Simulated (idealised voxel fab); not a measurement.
Proc. module: voxel transistor to metal
Cross-section cut: width 290 nm, square cells of 5 nm.
Heads up, the way a cross-section reads in here is a grid of square cells, handed over as bands from the top down, with every band being one or more rows of cells.
Heads up on the band format: heights come first, top then bottom, in nm. After that it's the materials left to right, each with its width in nm. A single material flagged "edge to edge" fills the whole band edge to edge, and "blank" means there's empty space there.
Zero point of the height axis is 0; under it, received wafer = one material. Lowest band: continues down indefinitely, "top 0, no bottom".
Width "30 to 40": first value at the band's top row of cells, second value at its bottom row, equal change from row to row.
"nothing changed" means the step left every cell of the cross-section as it was.
"Closed void roster" enumerates empty spaces isolated from the top, with no open way to it, that contain at least 8 cells, giving each as width x height at distance from the left edge, all three in nm.
Heads up: the bit after the settings on a step's line is the simulator's remark on that step.
overlay nm: mask right of planned place by this much (step with mask). Neg. = left.
Here's what the planned process steps look like:
1. RECEIVE (material Si)
2. OXIDIZE (depth nm 5)
3. CONFORMAL_DEP (material SiN; thk nm 10)
4. PATTERN (tone cover; mask id ACTIVE; material resist; width nm 100; pitch nm 125; thk nm 20; overlay nm 0)
5. DIRECTIONAL_ETCH (etch materials SiN; depth nm 10)
6. DIRECTIONAL_ETCH (etch materials SiO2; depth nm 5)
7. DIRECTIONAL_ETCH (etch materials Si; depth nm 20)
8. STRIP (etch materials resist)
9. FILL_DEP (material SiO2; thk nm 15)
10. CMP (height nm 10)
11. SELECTIVE_ETCH (etch materials SiO2; depth nm 10)
12. STRIP (etch materials SiN)
13. SELECTIVE_ETCH (etch materials SiO2; depth nm 5)
14. OXIDIZE (depth nm 5)
15. DIRECTIONAL_DEP (material polySi; thk nm 25)
16. DIRECTIONAL_DEP (material SiCN; thk nm 10)
17. DIRECTIONAL_DEP (material aC; thk nm 15)
18. PATTERN (tone cover; mask id GATE; material resist; width nm 20; pitch nm 125; thk nm 35; overlay nm 0)
19. DIRECTIONAL_ETCH (etch materials aC; depth nm 15)
20. STRIP (etch materials resist)
21. DIRECTIONAL_ETCH (etch materials SiCN; depth nm 20)
22. DIRECTIONAL_ETCH (etch materials polySi; depth nm 35)
23. STRIP (etch materials aC)
24. CONFORMAL_DEP (material SiN; thk nm 10)
25. DIRECTIONAL_ETCH (etch materials SiN; depth nm 10)
26. DIRECTIONAL_ETCH (etch materials SiO2; depth nm 5)
27. EPI (material SiGe; thk nm 5)
28. FILL_DEP (material SiO2; thk nm 5)
29. CMP (height nm 30)
30. DIRECTIONAL_DEP (material SiO2; thk nm 15)
31. PATTERN (tone open; mask id CONTACT; material resist; width nm 25; thk nm 15; overlay nm 0)
32. DIRECTIONAL_ETCH (etch materials SiO2; depth nm 50)
33. STRIP (etch materials resist)
34. CONFORMAL_DEP (material TiN; thk nm 5)
35. FILL_DEP (material W; thk nm 10)
36. CMP (height nm 45)
37. DIRECTIONAL_DEP (material TiN; thk nm 5)
38. DIRECTIONAL_DEP (material W; thk nm 20)
39. DIRECTIONAL_DEP (material aC; thk nm 15)
40. PATTERN (tone cover; mask id METAL_1; material resist; width nm 15; thk nm 30; overlay nm 0)
41. DIRECTIONAL_ETCH (etch materials aC; depth nm 15)
42. STRIP (etch materials resist)
43. DIRECTIONAL_ETCH (etch materials W; depth nm 20)
44. DIRECTIONAL_ETCH (etch materials TiN; depth nm 5)
45. STRIP (etch materials aC)
46. CONFORMAL_DEP (material SiN; thk nm 5)
47. FILL_DEP (material SiO2; thk nm 5)
48. CMP (height nm 70)
49. CONFORMAL_DEP (material SiN; thk nm 5)
The following pertains to the first of two wafers, which was processed as planned:
Cross-section of the incoming wafer, state after step 1:
- top 0, no bottom  Si edge to edge
- Closed void roster: none
After step 2: wafer cross-section:
- top 0, bottom -5  SiO2 edge to edge
- Heights below -5 show no change.
After step 3: wafer cross-section:
- top 10, bottom 0  SiN edge to edge
- Heights below 0 show no change.
After step 4: wafer cross-section:
- top 30, bottom 10  30 nm blank | 100 nm resist | 25 nm blank | 100 nm resist | 35 nm blank
- Heights below 10 show no change.
After step 5: wafer cross-section:
- top 30, bottom 10  30 nm blank | 100 nm resist | 25 nm blank | 100 nm resist | 35 nm blank
- top 10, bottom 0  30 nm blank | 100 nm SiN | 25 nm blank | 100 nm SiN | 35 nm blank
- Heights below 0 show no change.
After step 6: wafer cross-section:
- top 30, bottom 10  30 nm blank | 100 nm resist | 25 nm blank | 100 nm resist | 35 nm blank
- top 10, bottom 0  30 nm blank | 100 nm SiN | 25 nm blank | 100 nm SiN | 35 nm blank
- top 0, bottom -5  30 nm blank | 100 nm SiO2 | 25 nm blank | 100 nm SiO2 | 35 nm blank
- Heights below -5 show no change.
After step 7: wafer cross-section:
- top 30, bottom 10  30 nm blank | 100 nm resist | 25 nm blank | 100 nm resist | 35 nm blank
- top 10, bottom 0  30 nm blank | 100 nm SiN | 25 nm blank | 100 nm SiN | 35 nm blank
- top 0, bottom -5  30 nm blank | 100 nm SiO2 | 25 nm blank | 100 nm SiO2 | 35 nm blank
- top -5, bottom -25  30 nm blank | 100 nm Si | 25 nm blank | 100 nm Si | 35 nm blank
- Heights below -25 show no change.
After step 8: wafer cross-section:
- top 10, bottom 0  30 nm blank | 100 nm SiN | 25 nm blank | 100 nm SiN | 35 nm blank
- Heights below 0 show no change.
After step 9: wafer cross-section:
- top 25, bottom 10  SiO2 edge to edge
- top 10, bottom 0  30 nm SiO2 | 100 nm SiN | 25 nm SiO2 | 100 nm SiN | 35 nm SiO2
- top 0, bottom -5  SiO2 edge to edge
- top -5, bottom -25  30 nm SiO2 | 100 nm Si | 25 nm SiO2 | 100 nm Si | 35 nm SiO2
- Heights below -25 show no change.
After step 10: wafer cross-section:
- top 10, bottom 0  30 nm SiO2 | 100 nm SiN | 25 nm SiO2 | 100 nm SiN | 35 nm SiO2
- Heights below 0 show no change.
After step 11: wafer cross-section:
- top 10, bottom 0  30 nm blank | 100 nm SiN | 25 nm blank | 100 nm SiN | 35 nm blank
- Heights below 0 show no change.
After step 12: wafer cross-section:
- top 0, bottom -5  SiO2 edge to edge
- Heights below -5 show no change.
After step 13: wafer cross-section:
- top -5, bottom -25  30 nm SiO2 | 100 nm Si | 25 nm SiO2 | 100 nm Si | 35 nm SiO2
- Heights below -25 show no change.
After step 14: wafer cross-section:
- top -5, bottom -10  SiO2 edge to edge
- Heights below -10 show no change.
After step 15: wafer cross-section:
- top 20, bottom -5  polySi edge to edge
- Heights below -5 show no change.
After step 16: wafer cross-section:
- top 30, bottom 20  SiCN edge to edge
- Heights below 20 show no change.
After step 17: wafer cross-section:
- top 45, bottom 30  aC edge to edge
- Heights below 30 show no change.
After step 18: wafer cross-section:
- top 80, bottom 45  70 nm blank | 20 nm resist | 105 nm blank | 20 nm resist | 75 nm blank
- Heights below 45 show no change.
After step 19: wafer cross-section:
- top 65, bottom 45  70 nm blank | 20 nm resist | 105 nm blank | 20 nm resist | 75 nm blank
- top 45, bottom 30  70 nm blank | 20 nm aC | 105 nm blank | 20 nm aC | 75 nm blank
- Heights below 30 show no change.
After step 20: wafer cross-section:
- top 45, bottom 30  70 nm blank | 20 nm aC | 105 nm blank | 20 nm aC | 75 nm blank
- Heights below 30 show no change.
After step 21: wafer cross-section:
- top 45, bottom 30  70 nm blank | 20 nm aC | 105 nm blank | 20 nm aC | 75 nm blank
- top 30, bottom 20  70 nm blank | 20 nm SiCN | 105 nm blank | 20 nm SiCN | 75 nm blank
- Heights below 20 show no change.
After step 22: wafer cross-section:
- top 45, bottom 30  70 nm blank | 20 nm aC | 105 nm blank | 20 nm aC | 75 nm blank
- top 30, bottom 20  70 nm blank | 20 nm SiCN | 105 nm blank | 20 nm SiCN | 75 nm blank
- top 20, bottom -5  70 nm blank | 20 nm polySi | 105 nm blank | 20 nm polySi | 75 nm blank
- Heights below -5 show no change.
After step 23: wafer cross-section:
- top 30, bottom 20  70 nm blank | 20 nm SiCN | 105 nm blank | 20 nm SiCN | 75 nm blank
- Heights below 20 show no change.
After step 24: wafer cross-section:
- top 40, bottom 30  60 nm blank | 40 nm SiN | 85 nm blank | 40 nm SiN | 65 nm blank
- top 30, bottom 20  60 nm blank | 10 nm SiN | 20 nm SiCN | 10 nm SiN | 85 nm blank | 10 nm SiN | 20 nm SiCN | 10 nm SiN | 65 nm blank
- top 20, bottom 5  60 nm blank | 10 nm SiN | 20 nm polySi | 10 nm SiN | 85 nm blank | 10 nm SiN | 20 nm polySi | 10 nm SiN | 65 nm blank
- top 5, bottom -5  70 nm SiN | 20 nm polySi | 105 nm SiN | 20 nm polySi | 75 nm SiN
- Heights below -5 show no change.
After step 25: wafer cross-section:
- top 30, bottom 20  60 nm blank | 10 nm SiN | 20 nm SiCN | 10 nm SiN | 85 nm blank | 10 nm SiN | 20 nm SiCN | 10 nm SiN | 65 nm blank
- top 20, bottom -5  60 nm blank | 10 nm SiN | 20 nm polySi | 10 nm SiN | 85 nm blank | 10 nm SiN | 20 nm polySi | 10 nm SiN | 65 nm blank
- Heights below -5 show no change.
After step 26: wafer cross-section:
- top 30, bottom 20  60 nm blank | 10 nm SiN | 20 nm SiCN | 10 nm SiN | 85 nm blank | 10 nm SiN | 20 nm SiCN | 10 nm SiN | 65 nm blank
- top 20, bottom -5  60 nm blank | 10 nm SiN | 20 nm polySi | 10 nm SiN | 85 nm blank | 10 nm SiN | 20 nm polySi | 10 nm SiN | 65 nm blank
- top -5, bottom -10  60 nm blank | 40 nm SiO2 | 85 nm blank | 40 nm SiO2 | 65 nm blank
- Heights below -10 show no change.
After step 27: wafer cross-section:
- top 30, bottom 20  60 nm blank | 10 nm SiN | 20 nm SiCN | 10 nm SiN | 85 nm blank | 10 nm SiN | 20 nm SiCN | 10 nm SiN | 65 nm blank
- top 20, bottom -5  60 nm blank | 10 nm SiN | 20 nm polySi | 10 nm SiN | 85 nm blank | 10 nm SiN | 20 nm polySi | 10 nm SiN | 65 nm blank
- top -5, bottom -10  25 nm blank | 35 nm SiGe | 40 nm SiO2 | 35 nm SiGe | 15 nm blank | 35 nm SiGe | 40 nm SiO2 | 35 nm SiGe | 30 nm blank
- Heights below -10 show no change.
After step 28: wafer cross-section:
- top 35, bottom 30  SiO2 edge to edge
- top 30, bottom 20  60 nm SiO2 | 10 nm SiN | 20 nm SiCN | 10 nm SiN | 85 nm SiO2 | 10 nm SiN | 20 nm SiCN | 10 nm SiN | 65 nm SiO2
- top 20, bottom -5  60 nm SiO2 | 10 nm SiN | 20 nm polySi | 10 nm SiN | 85 nm SiO2 | 10 nm SiN | 20 nm polySi | 10 nm SiN | 65 nm SiO2
- top -5, bottom -10  25 nm SiO2 | 35 nm SiGe | 40 nm SiO2 | 35 nm SiGe | 15 nm SiO2 | 35 nm SiGe | 40 nm SiO2 | 35 nm SiGe | 30 nm SiO2
- Heights below -10 show no change.
After step 29: wafer cross-section:
- top 30, bottom 20  60 nm SiO2 | 10 nm SiN | 20 nm SiCN | 10 nm SiN | 85 nm SiO2 | 10 nm SiN | 20 nm SiCN | 10 nm SiN | 65 nm SiO2
- Heights below 20 show no change.
After step 30: wafer cross-section:
- top 45, bottom 30  SiO2 edge to edge
- Heights below 30 show no change.
After step 31: wafer cross-section:
- top 60, bottom 45  40 nm resist | 25 nm blank | 30 nm resist | 25 nm blank | 45 nm resist | 25 nm blank | 30 nm resist | 25 nm blank | 45 nm resist
- Heights below 45 show no change.
After step 32: wafer cross-section:
- top 60, bottom 45  40 nm resist | 25 nm blank | 30 nm resist | 25 nm blank | 45 nm resist | 25 nm blank | 30 nm resist | 25 nm blank | 45 nm resist
- top 45, bottom 30  40 nm SiO2 | 25 nm blank | 30 nm SiO2 | 25 nm blank | 45 nm SiO2 | 25 nm blank | 30 nm SiO2 | 25 nm blank | 45 nm SiO2
- top 30, bottom 20  40 nm SiO2 | 20 nm blank | 10 nm SiN | 20 nm SiCN | 10 nm SiN | 20 nm blank | 45 nm SiO2 | 20 nm blank | 10 nm SiN | 20 nm SiCN | 10 nm SiN | 20 nm blank | 45 nm SiO2
- top 20, bottom -5  40 nm SiO2 | 20 nm blank | 10 nm SiN | 20 nm polySi | 10 nm SiN | 20 nm blank | 45 nm SiO2 | 20 nm blank | 10 nm SiN | 20 nm polySi | 10 nm SiN | 20 nm blank | 45 nm SiO2
- Heights below -5 show no change.
After step 33: wafer cross-section:
- top 45, bottom 30  40 nm SiO2 | 25 nm blank | 30 nm SiO2 | 25 nm blank | 45 nm SiO2 | 25 nm blank | 30 nm SiO2 | 25 nm blank | 45 nm SiO2
- Heights below 30 show no change.
After step 34: wafer cross-section:
- top 50, bottom 45  45 nm TiN | 15 nm blank | 40 nm TiN | 15 nm blank | 55 nm TiN | 15 nm blank | 40 nm TiN | 15 nm blank | 50 nm TiN
- top 45, bottom 35  40 nm SiO2 | 5 nm TiN | 15 nm blank | 5 nm TiN | 30 nm SiO2 | 5 nm TiN | 15 nm blank | 5 nm TiN | 45 nm SiO2 | 5 nm TiN | 15 nm blank | 5 nm TiN | 30 nm SiO2 | 5 nm TiN | 15 nm blank | 5 nm TiN | 45 nm SiO2
- top 35, bottom 30  40 nm SiO2 | 5 nm TiN | 10 nm blank | 10 nm TiN | 30 nm SiO2 | 10 nm TiN | 10 nm blank | 5 nm TiN | 45 nm SiO2 | 5 nm TiN | 10 nm blank | 10 nm TiN | 30 nm SiO2 | 10 nm TiN | 10 nm blank | 5 nm TiN | 45 nm SiO2
- top 30, bottom 20  40 nm SiO2 | 5 nm TiN | 10 nm blank | 5 nm TiN | 10 nm SiN | 20 nm SiCN | 10 nm SiN | 5 nm TiN | 10 nm blank | 5 nm TiN | 45 nm SiO2 | 5 nm TiN | 10 nm blank | 5 nm TiN | 10 nm SiN | 20 nm SiCN | 10 nm SiN | 5 nm TiN | 10 nm blank | 5 nm TiN | 45 nm SiO2
- top 20, bottom 0  40 nm SiO2 | 5 nm TiN | 10 nm blank | 5 nm TiN | 10 nm SiN | 20 nm polySi | 10 nm SiN | 5 nm TiN | 10 nm blank | 5 nm TiN | 45 nm SiO2 | 5 nm TiN | 10 nm blank | 5 nm TiN | 10 nm SiN | 20 nm polySi | 10 nm SiN | 5 nm TiN | 10 nm blank | 5 nm TiN | 45 nm SiO2
- top 0, bottom -5  40 nm SiO2 | 20 nm TiN | 10 nm SiN | 20 nm polySi | 10 nm SiN | 20 nm TiN | 45 nm SiO2 | 20 nm TiN | 10 nm SiN | 20 nm polySi | 10 nm SiN | 20 nm TiN | 45 nm SiO2
- Heights below -5 show no change.
After step 35: wafer cross-section:
- top 60, bottom 50  W edge to edge
- top 50, bottom 45  45 nm TiN | 15 nm W | 40 nm TiN | 15 nm W | 55 nm TiN | 15 nm W | 40 nm TiN | 15 nm W | 50 nm TiN
- top 45, bottom 35  40 nm SiO2 | 5 nm TiN | 15 nm W | 5 nm TiN | 30 nm SiO2 | 5 nm TiN | 15 nm W | 5 nm TiN | 45 nm SiO2 | 5 nm TiN | 15 nm W | 5 nm TiN | 30 nm SiO2 | 5 nm TiN | 15 nm W | 5 nm TiN | 45 nm SiO2
- top 35, bottom 30  40 nm SiO2 | 5 nm TiN | 10 nm W | 10 nm TiN | 30 nm SiO2 | 10 nm TiN | 10 nm W | 5 nm TiN | 45 nm SiO2 | 5 nm TiN | 10 nm W | 10 nm TiN | 30 nm SiO2 | 10 nm TiN | 10 nm W | 5 nm TiN | 45 nm SiO2
- top 30, bottom 20  40 nm SiO2 | 5 nm TiN | 10 nm W | 5 nm TiN | 10 nm SiN | 20 nm SiCN | 10 nm SiN | 5 nm TiN | 10 nm W | 5 nm TiN | 45 nm SiO2 | 5 nm TiN | 10 nm W | 5 nm TiN | 10 nm SiN | 20 nm SiCN | 10 nm SiN | 5 nm TiN | 10 nm W | 5 nm TiN | 45 nm SiO2
- top 20, bottom 0  40 nm SiO2 | 5 nm TiN | 10 nm W | 5 nm TiN | 10 nm SiN | 20 nm polySi | 10 nm SiN | 5 nm TiN | 10 nm W | 5 nm TiN | 45 nm SiO2 | 5 nm TiN | 10 nm W | 5 nm TiN | 10 nm SiN | 20 nm polySi | 10 nm SiN | 5 nm TiN | 10 nm W | 5 nm TiN | 45 nm SiO2
- Heights below 0 show no change.
After step 36: wafer cross-section:
- top 45, bottom 35  40 nm SiO2 | 5 nm TiN | 15 nm W | 5 nm TiN | 30 nm SiO2 | 5 nm TiN | 15 nm W | 5 nm TiN | 45 nm SiO2 | 5 nm TiN | 15 nm W | 5 nm TiN | 30 nm SiO2 | 5 nm TiN | 15 nm W | 5 nm TiN | 45 nm SiO2
- Heights below 35 show no change.
After step 37: wafer cross-section:
- top 50, bottom 45  TiN edge to edge
- Heights below 45 show no change.
After step 38: wafer cross-section:
- top 70, bottom 50  W edge to edge
- Heights below 50 show no change.
After step 39: wafer cross-section:
- top 85, bottom 70  aC edge to edge
- Heights below 70 show no change.
After step 40: wafer cross-section:
- top 115, bottom 85  40 nm blank | 15 nm resist | 50 nm blank | 15 nm resist | 45 nm blank | 15 nm resist | 50 nm blank | 15 nm resist | 45 nm blank
- Heights below 85 show no change.
After step 41: wafer cross-section:
- top 100, bottom 85  40 nm blank | 15 nm resist | 50 nm blank | 15 nm resist | 45 nm blank | 15 nm resist | 50 nm blank | 15 nm resist | 45 nm blank
- top 85, bottom 70  40 nm blank | 15 nm aC | 50 nm blank | 15 nm aC | 45 nm blank | 15 nm aC | 50 nm blank | 15 nm aC | 45 nm blank
- Heights below 70 show no change.
After step 42: wafer cross-section:
- top 85, bottom 70  40 nm blank | 15 nm aC | 50 nm blank | 15 nm aC | 45 nm blank | 15 nm aC | 50 nm blank | 15 nm aC | 45 nm blank
- Heights below 70 show no change.
After step 43: wafer cross-section:
- top 85, bottom 70  40 nm blank | 15 nm aC | 50 nm blank | 15 nm aC | 45 nm blank | 15 nm aC | 50 nm blank | 15 nm aC | 45 nm blank
- top 70, bottom 50  40 nm blank | 15 nm W | 50 nm blank | 15 nm W | 45 nm blank | 15 nm W | 50 nm blank | 15 nm W | 45 nm blank
- Heights below 50 show no change.
After step 44: wafer cross-section:
- top 85, bottom 70  40 nm blank | 15 nm aC | 50 nm blank | 15 nm aC | 45 nm blank | 15 nm aC | 50 nm blank | 15 nm aC | 45 nm blank
- top 70, bottom 50  40 nm blank | 15 nm W | 50 nm blank | 15 nm W | 45 nm blank | 15 nm W | 50 nm blank | 15 nm W | 45 nm blank
- top 50, bottom 45  40 nm blank | 15 nm TiN | 50 nm blank | 15 nm TiN | 45 nm blank | 15 nm TiN | 50 nm blank | 15 nm TiN | 45 nm blank
- Heights below 45 show no change.
After step 45: wafer cross-section:
- top 70, bottom 50  40 nm blank | 15 nm W | 50 nm blank | 15 nm W | 45 nm blank | 15 nm W | 50 nm blank | 15 nm W | 45 nm blank
- Heights below 50 show no change.
After step 46: wafer cross-section:
- top 75, bottom 70  35 nm blank | 25 nm SiN | 40 nm blank | 25 nm SiN | 35 nm blank | 25 nm SiN | 40 nm blank | 25 nm SiN | 40 nm blank
- top 70, bottom 50  35 nm blank | 5 nm SiN | 15 nm W | 5 nm SiN | 40 nm blank | 5 nm SiN | 15 nm W | 5 nm SiN | 35 nm blank | 5 nm SiN | 15 nm W | 5 nm SiN | 40 nm blank | 5 nm SiN | 15 nm W | 5 nm SiN | 40 nm blank
- top 50, bottom 45  40 nm SiN | 15 nm TiN | 50 nm SiN | 15 nm TiN | 45 nm SiN | 15 nm TiN | 50 nm SiN | 15 nm TiN | 45 nm SiN
- Heights below 45 show no change.
After step 47: wafer cross-section:
- top 80, bottom 75  SiO2 edge to edge
- top 75, bottom 70  35 nm SiO2 | 25 nm SiN | 40 nm SiO2 | 25 nm SiN | 35 nm SiO2 | 25 nm SiN | 40 nm SiO2 | 25 nm SiN | 40 nm SiO2
- top 70, bottom 50  35 nm SiO2 | 5 nm SiN | 15 nm W | 5 nm SiN | 40 nm SiO2 | 5 nm SiN | 15 nm W | 5 nm SiN | 35 nm SiO2 | 5 nm SiN | 15 nm W | 5 nm SiN | 40 nm SiO2 | 5 nm SiN | 15 nm W | 5 nm SiN | 40 nm SiO2
- Heights below 50 show no change.
After step 48: wafer cross-section:
- top 70, bottom 50  35 nm SiO2 | 5 nm SiN | 15 nm W | 5 nm SiN | 40 nm SiO2 | 5 nm SiN | 15 nm W | 5 nm SiN | 35 nm SiO2 | 5 nm SiN | 15 nm W | 5 nm SiN | 40 nm SiO2 | 5 nm SiN | 15 nm W | 5 nm SiN | 40 nm SiO2
- Heights below 50 show no change.
After step 49: wafer cross-section:
- top 75, bottom 70  SiN edge to edge
- Heights below 70 show no change.
Okay, second wafer. Nothing different at the start, nothing different in the plan, just one mistake somewhere in the running. As far as step 36, counting that step, it's the first wafer all over again:
Second wafer cross-section, taken as of the time the plan sets for step 37 to be done:
- top 65, bottom 45  W edge to edge
- Heights below 45 show no change.
Second wafer cross-section, taken as of the time the plan sets for step 38 to be done:
- top 70, bottom 65  TiN edge to edge
- Heights below 65 show no change.
Second wafer cross-section, taken as of the time the plan sets for step 39 to be done:
- top 85, bottom 70  aC edge to edge
- Heights below 70 show no change.
Second wafer cross-section, taken as of the time the plan sets for step 40 to be done:
- top 115, bottom 85  40 nm blank | 15 nm resist | 50 nm blank | 15 nm resist | 45 nm blank | 15 nm resist | 50 nm blank | 15 nm resist | 45 nm blank
- Heights below 85 show no change.
Second wafer cross-section, taken as of the time the plan sets for step 41 to be done:
- top 100, bottom 85  40 nm blank | 15 nm resist | 50 nm blank | 15 nm resist | 45 nm blank | 15 nm resist | 50 nm blank | 15 nm resist | 45 nm blank
- top 85, bottom 70  40 nm blank | 15 nm aC | 50 nm blank | 15 nm aC | 45 nm blank | 15 nm aC | 50 nm blank | 15 nm aC | 45 nm blank
- Heights below 70 show no change.
Second wafer cross-section, taken as of the time the plan sets for step 42 to be done:
- top 85, bottom 70  40 nm blank | 15 nm aC | 50 nm blank | 15 nm aC | 45 nm blank | 15 nm aC | 50 nm blank | 15 nm aC | 45 nm blank
- Heights below 70 show no change.
Second wafer cross-section, taken as of the time the plan sets for step 43 to be done: nothing changed
Second wafer cross-section, taken as of the time the plan sets for step 44 to be done:
- top 85, bottom 70  40 nm blank | 15 nm aC | 50 nm blank | 15 nm aC | 45 nm blank | 15 nm aC | 50 nm blank | 15 nm aC | 45 nm blank
- top 70, bottom 65  40 nm blank | 15 nm TiN | 50 nm blank | 15 nm TiN | 45 nm blank | 15 nm TiN | 50 nm blank | 15 nm TiN | 45 nm blank
- Heights below 65 show no change.
Second wafer cross-section, taken as of the time the plan sets for step 45 to be done:
- top 70, bottom 65  40 nm blank | 15 nm TiN | 50 nm blank | 15 nm TiN | 45 nm blank | 15 nm TiN | 50 nm blank | 15 nm TiN | 45 nm blank
- Heights below 65 show no change.
Second wafer cross-section, taken as of the time the plan sets for step 46 to be done:
- top 75, bottom 70  35 nm blank | 25 nm SiN | 40 nm blank | 25 nm SiN | 35 nm blank | 25 nm SiN | 40 nm blank | 25 nm SiN | 40 nm blank
- top 70, bottom 65  40 nm SiN | 15 nm TiN | 50 nm SiN | 15 nm TiN | 45 nm SiN | 15 nm TiN | 50 nm SiN | 15 nm TiN | 45 nm SiN
- Heights below 65 show no change.
Second wafer cross-section, taken as of the time the plan sets for step 47 to be done:
- top 80, bottom 75  SiO2 edge to edge
- top 75, bottom 70  35 nm SiO2 | 25 nm SiN | 40 nm SiO2 | 25 nm SiN | 35 nm SiO2 | 25 nm SiN | 40 nm SiO2 | 25 nm SiN | 40 nm SiO2
- Heights below 70 show no change.
Second wafer cross-section, taken as of the time the plan sets for step 48 to be done:
- top 70, bottom 65  40 nm SiN | 15 nm TiN | 50 nm SiN | 15 nm TiN | 45 nm SiN | 15 nm TiN | 50 nm SiN | 15 nm TiN | 45 nm SiN
- Heights below 65 show no change.
Second wafer cross-section, taken as of the time the plan sets for step 49 to be done:
- top 75, bottom 70  SiN edge to edge
- Heights below 70 show no change.
What was the processing mistake? step 38 occupied the plan position of step 37, and the converse holds as well
Counted in cells at the end, the second wafer holds more or fewer of these materials than the first: SiN: 32 fewer | SiO2: 152 fewer | W: 184 more
